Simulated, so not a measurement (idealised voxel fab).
Proc. module: voxel double patterning
Square cells of 5 nm make up the cross-section cut, whose width is 210 nm.
How to read a cross-section here: the picture is a grid of square cells, written as bands going from the top down, and any band can span one or more rows of cells. Top, bottom (nm), then materials left to right with widths (nm); lone material tagged "throughout" fills the whole band edge to edge; "empty" = empty space. Note: height 0 marks the level under which the wafer is uniformly one material as received. Lowest band unbounded below, written "0 -> down". You'd read "30 to 40" like this: the band's top row of cells is as wide as the first number, its bottom row is as wide as the second, and going down, every row changes width by the same amount as the row before did. "remained unchanged" means the step left every cell of the cross-section as it was. "Sealed internal voids": sealed empty spaces, 8 cells or more, no open way to top, listed width x height at distance, with distance from the left edge and width, height and distance in nm. Text after the settings on a step's line: the simulator's own remark on that step. Regarding "overlay nm": on a step with a mask, it is the distance the mask lay to the right of its planned place; a negative value places it to the left.
Steps in the process plan:
1) RECEIVE,material Si
2) CONFORMAL_DEP,material SiO2,thk nm 5
3) DIRECTIONAL_DEP,material W,thk nm 10
4) DIRECTIONAL_DEP,material SiN,thk nm 10
5) MASKED_ETCH,tone open,mask id FIRST,width nm 15,pitch nm 50,etch materials SiN,depth nm 10,overlay nm 0
6) MASKED_ETCH,tone open,mask id SECOND,width nm 15,etch materials SiN,depth nm 10,overlay nm 0
7) DIRECTIONAL_ETCH,etch materials W,depth nm 10
8) STRIP,etch materials SiN
As received (post step 1): cross-section:
	0 -> down = Si throughout
	Sealed internal voids: none
Module complete, cross-section. Starting point and plan per above. One mistake made in running the module:
	15 -> 5 = empty=95, W=15, empty=100
	5 -> 0 = SiO2 throughout
	0 -> down = Si throughout
	Sealed internal voids: none
Deviation from plan: the process deviated at step 6: the operation and settings actually run there were MASKED_ETCH,tone cover,mask id SECOND,width nm 15,etch materials SiN,depth nm 10,overlay nm 0
